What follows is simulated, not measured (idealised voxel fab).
Process module under the name voxel released beams
cross-section cut | 165 nm wide | cells 5 nm
Cross-section = grid of square cells, listed top down in bands; band = one or more rows. Heights first: top, then bottom, in nm. Then materials, left to right, each with a width in nm. "throughout" on a single material: fills the band edge to edge. "blank": empty space. Beneath 0, the wafer as received is one material, and that level is where height counting begins. The lowest band goes on downward without a bottom; it is written like "top 0, no bottom". Graded width ("30 to 40"): value in top row of band = first number; value in bottom row = second number; row-to-row change constant. Where a step carries "left unchanged", the cross-section came out of it unchanged, cell for cell. Entry "Closed void inventory". Content: empty spaces with no open connection to the top, size 8 cells or greater. Each: width x height at distance. Distance: from left edge. Unit: nm. Where a step's line continues beyond its settings, the continuation is a remark by the simulator itself on that step. A step's line can hold "overlay nm"; with a mask on that step, the setting says how far right of the planned place the mask lay, while a negative setting says it lay to the left.
Below is the list of planned process steps
1. RECEIVE with material Si
2. CONFORMAL_DEP with material Al2O3, thk nm 5
3. DIRECTIONAL_DEP with material SiO2, thk nm 20
4. PATTERN with tone open, mask id ANCHOR, material resist, width nm 35, thk nm 15, overlay nm 0
5. DIRECTIONAL_ETCH with etch materials SiO2, depth nm 20
6. STRIP with etch materials resist
7. CONFORMAL_DEP with material W, thk nm 10
8. DIRECTIONAL_DEP with material aC, thk nm 10
9. PATTERN with tone cover, mask id BEAM, material resist, width nm 120, thk nm 30, overlay nm 0
10. DIRECTIONAL_ETCH with etch materials aC, depth nm 5
11. STRIP with etch materials resist
12. DIRECTIONAL_ETCH with etch materials W, depth nm 10
13. STRIP with etch materials aC
14. STRIP with etch materials SiO2
Heads up: all these wafers start the same, and what changes between them is the depth nm in step 10. The value you see in the plan is just what the first wafer got.
The as-received cross-section of the first of several wafers corresponds to the state after step 1
* top 0, no bottom | Si throughout
* Closed void inventory: none
The table below has one row for each wafer; a row shows, as of the end of the module, how many cells of each material the wafer has gained, marked (+), or lost, marked (-), since it was received, and then the wafer's closed voids
depth nm 5, +33 Al2O3, +104 SiO2, +82 W, Closed void inventory: none
depth nm 10, +33 Al2O3, +64 W, Closed void inventory: none
depth nm 15, +33 Al2O3, +64 W, Closed void inventory: none
depth nm 20, +33 Al2O3, +64 W, Closed void inventory: none
depth nm 25, +33 Al2O3, +64 W, Closed void inventory: none
